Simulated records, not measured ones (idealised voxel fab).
Documented hereafter: the process module known as voxel wiring stack.
Square cells of 5 nm make up the cross-section cut, whose width is 205 nm.
Each cross-section below is a grid of square cells, stated as bands in top-down order, with one or more rows of cells making up each band. Per band: top height and bottom height in nm, followed by the left-to-right materials and their widths in nm; "edge to edge" marks a single material spanning edge to edge, "empty" marks empty space. Basically, 0 is our baseline, since under it the wafer straight out of the box is all one material. The bottom band has no lower end and keeps on going down, so it looks like "0 -> down". The two numbers in a width such as "30->40" mark its ends across the band: the first belongs to the top row of cells, the second to the bottom row, and from each row to the next the width moves by the same amount. What does "remained the same" mean for a step? It means no cell of the cross-section changed in that step. "Sealed cavities" enumerates empty spaces isolated from the top, with no open way to it, that contain at least 8 cells, giving each as width x height at distance from the left edge, all three in nm. Heads up: the bit after the settings on a step's line is the simulator's remark on that step. overlay nm: where the mask lay relative to plan, measured to the right, on steps with a mask; negatives go left.

HERE'S WHAT THE PLANNED PROCESS STEPS LOOK LIKE
| 1 | RECEIVE (material Si) |
| 2 | CONFORMAL_DEP (material SiO2; thk nm 15) |
| 3 | DIRECTIONAL_DEP (material TiN; thk nm 5) |
| 4 | DIRECTIONAL_DEP (material W; thk nm 20) |
| 5 | PATTERN (tone cover; mask id METAL_1; material resist; width nm 30; pitch nm 45; thk nm 15; overlay nm 0) |
| 6 | DIRECTIONAL_ETCH (etch materials W; depth nm 20) |
| 7 | DIRECTIONAL_ETCH (etch materials TiN; depth nm 5) |
| 8 | STRIP (etch materials resist) |
| 9 | FILL_DEP (material lowk; thk nm 10) |
| 10 | CMP (height nm 40) |
| 11 | CONFORMAL_DEP (material SiCN; thk nm 5) |
| 12 | DIRECTIONAL_DEP (material lowk; thk nm 15) |
| 13 | DIRECTIONAL_DEP (material aC; thk nm 15) |
| 14 | PATTERN (tone open; mask id PLUG_1; material resist; width nm 15; pitch nm 45; thk nm 30; overlay nm 0) |
| 15 | DIRECTIONAL_ETCH (etch materials aC; depth nm 15) |
| 16 | STRIP (etch materials resist) |
| 17 | DIRECTIONAL_ETCH (etch materials lowk; depth nm 15) |
| 18 | DIRECTIONAL_ETCH (etch materials SiCN; depth nm 5) |
| 19 | STRIP (etch materials aC) |
| 20 | EPI (material Ru; thk nm 10) |
| 21 | EPI (material Ru; thk nm 10) |
| 22 | DIRECTIONAL_DEP (material TiN; thk nm 5) |
| 23 | DIRECTIONAL_DEP (material Ru; thk nm 25) |
| 24 | PATTERN (tone cover; mask id METAL_2; material resist; width nm 30; pitch nm 45; thk nm 15; overlay nm 0) |
| 25 | DIRECTIONAL_ETCH (etch materials Ru; depth nm 25) |
| 26 | DIRECTIONAL_ETCH (etch materials TiN; depth nm 5) |
| 27 | STRIP (etch materials resist) |
| 28 | FILL_DEP (material SiO2; thk nm 10) |
| 29 | CMP (height nm 90) |
| 30 | CONFORMAL_DEP (material SiCN; thk nm 5) |
| 31 | DIRECTIONAL_DEP (material SiO2; thk nm 15) |
| 32 | DIRECTIONAL_DEP (material aC; thk nm 15) |
| 33 | PATTERN (tone open; mask id PLUG_2; material resist; width nm 15; pitch nm 90; thk nm 35; overlay nm 0) |
| 34 | DIRECTIONAL_ETCH (etch materials aC; depth nm 15) |
| 35 | STRIP (etch materials resist) |
| 36 | DIRECTIONAL_ETCH (etch materials SiO2; depth nm 15) |
| 37 | DIRECTIONAL_ETCH (etch materials SiCN; depth nm 5) |
| 38 | STRIP (etch materials aC) |
| 39 | CONFORMAL_DEP (material TiN; thk nm 5) |
| 40 | FILL_DEP (material Ru; thk nm 5) |
| 41 | CMP (height nm 110) |
| 42 | DIRECTIONAL_DEP (material TiN; thk nm 5) |
| 43 | DIRECTIONAL_DEP (material Ru; thk nm 15) |
| 44 | MASKED_ETCH (tone cover; mask id METAL_3; width nm 30; pitch nm 45; etch materials Ru; depth nm 15; overlay nm 0) |
| 45 | MASKED_ETCH (tone cover; mask id METAL_3; width nm 30; pitch nm 45; etch materials TiN; depth nm 5; overlay nm 0) |
| 46 | CONFORMAL_DEP (material SiCN; thk nm 5) |
| 47 | FILL_DEP (material SiO2; thk nm 5) |
| 48 | CMP (height nm 130) |
| 49 | CONFORMAL_DEP (material SiN; thk nm 5) |

CROSS-SECTION: WAFER ON ARRIVAL = AFTER STEP 1
> 0 -> down | Si edge to edge
> Sealed cavities: none

FIRST WAFER AT THE END, AS PLANNED
> 135 -> 130 | SiN edge to edge
> 130 -> 115 | 15 nm SiO2  5 nm SiCN  30 nm Ru  5 nm SiCN  5 nm SiO2  5 nm SiCN  30 nm Ru  5 nm SiCN  5 nm SiO2  5 nm SiCN  30 nm Ru  5 nm SiCN  5 nm SiO2  5 nm SiCN  30 nm Ru  5 nm SiCN  15 nm SiO2
> 115 -> 110 | 20 nm SiCN  30 nm TiN  15 nm SiCN  30 nm TiN  15 nm SiCN  30 nm TiN  15 nm SiCN  30 nm TiN  20 nm SiCN
> 110 -> 95 | 20 nm SiO2  5 nm TiN  5 nm Ru  5 nm TiN  75 nm SiO2  5 nm TiN  5 nm Ru  5 nm TiN  80 nm SiO2
> 95 -> 90 | 20 nm SiCN  15 nm TiN  75 nm SiCN  15 nm TiN  80 nm SiCN
> 90 -> 65 | 20 nm SiO2  30 nm Ru  15 nm SiO2  30 nm Ru  15 nm SiO2  30 nm Ru  15 nm SiO2  30 nm Ru  20 nm SiO2
> 65 -> 60 | 20 nm SiO2  30 nm TiN  15 nm SiO2  30 nm TiN  15 nm SiO2  30 nm TiN  15 nm SiO2  30 nm TiN  20 nm SiO2
> 60 -> 45 | 20 nm lowk  15 nm Ru  30 nm lowk  15 nm Ru  30 nm lowk  15 nm Ru  30 nm lowk  15 nm Ru  35 nm lowk
> 45 -> 40 | 20 nm SiCN  15 nm Ru  30 nm SiCN  15 nm Ru  30 nm SiCN  15 nm Ru  30 nm SiCN  15 nm Ru  35 nm SiCN
> 40 -> 20 | 20 nm lowk  30 nm W  15 nm lowk  30 nm W  15 nm lowk  30 nm W  15 nm lowk  30 nm W  20 nm lowk
> 20 -> 15 | 20 nm lowk  30 nm TiN  15 nm lowk  30 nm TiN  15 nm lowk  30 nm TiN  15 nm lowk  30 nm TiN  20 nm lowk
> 15 -> 0 | SiO2 edge to edge
> 0 -> down | Si edge to edge
> Sealed cavities: none

SO THIS IS WAFER NUMBER TWO OF THE TWO, CUT AT THE END OF THE MODULE - IT STARTED WHERE THE FIRST DID AND HAD THE SAME PLAN, WE JUST GOT ONE THING WRONG RUNNING IT
> 135 -> 130 | SiN edge to edge
> 130 -> 115 | 15 nm SiO2  5 nm SiCN  30 nm Ru  5 nm SiCN  5 nm SiO2  5 nm SiCN  30 nm Ru  5 nm SiCN  5 nm SiO2  5 nm SiCN  30 nm Ru  5 nm SiCN  5 nm SiO2  5 nm SiCN  30 nm Ru  5 nm SiCN  15 nm SiO2
> 115 -> 110 | 20 nm SiCN  30 nm TiN  15 nm SiCN  30 nm TiN  15 nm SiCN  30 nm TiN  15 nm SiCN  30 nm TiN  20 nm SiCN
> 110 -> 95 | 20 nm SiO2  5 nm TiN  5 nm Ru  5 nm TiN  75 nm SiO2  5 nm TiN  5 nm Ru  5 nm TiN  80 nm SiO2
> 95 -> 90 | 20 nm SiCN  15 nm TiN  75 nm SiCN  15 nm TiN  80 nm SiCN
> 90 -> 80 | 20 nm SiO2  30 nm Ru  15 nm SiO2  30 nm Ru  15 nm SiO2  30 nm Ru  15 nm SiO2  30 nm Ru  20 nm SiO2
> 80 -> 75 | 20 nm SiO2  15 nm Ru  15 nm TiN  15 nm SiO2  15 nm Ru  15 nm TiN  15 nm SiO2  15 nm Ru  15 nm TiN  15 nm SiO2  15 nm Ru  15 nm TiN  20 nm SiO2
> 75 -> 65 | 20 nm lowk  15 nm Ru  30 nm lowk  15 nm Ru  30 nm lowk  15 nm Ru  30 nm lowk  15 nm Ru  35 nm lowk
> 65 -> 60 | 20 nm lowk  15 nm TiN  30 nm lowk  15 nm TiN  30 nm lowk  15 nm TiN  30 nm lowk  15 nm TiN  35 nm lowk
> 60 -> 45 | lowk edge to edge
> 45 -> 40 | SiCN edge to edge
> 40 -> 20 | 20 nm lowk  30 nm W  15 nm lowk  30 nm W  15 nm lowk  30 nm W  15 nm lowk  30 nm W  20 nm lowk
> 20 -> 15 | 20 nm lowk  30 nm TiN  15 nm lowk  30 nm TiN  15 nm lowk  30 nm TiN  15 nm lowk  30 nm TiN  20 nm lowk
> 15 -> 0 | SiO2 edge to edge
> 0 -> down | Si edge to edge
> Sealed cavities: none
Short version of what went wrong: plan step 12 was twice executed
It is noted that, at the conclusion of processing, the second wafer exhibits a higher or lower cell count for certain materials relative to the first: Ru: 84 fewer; SiCN: 12 more; SiO2: 51 fewer; lowk: 123 more
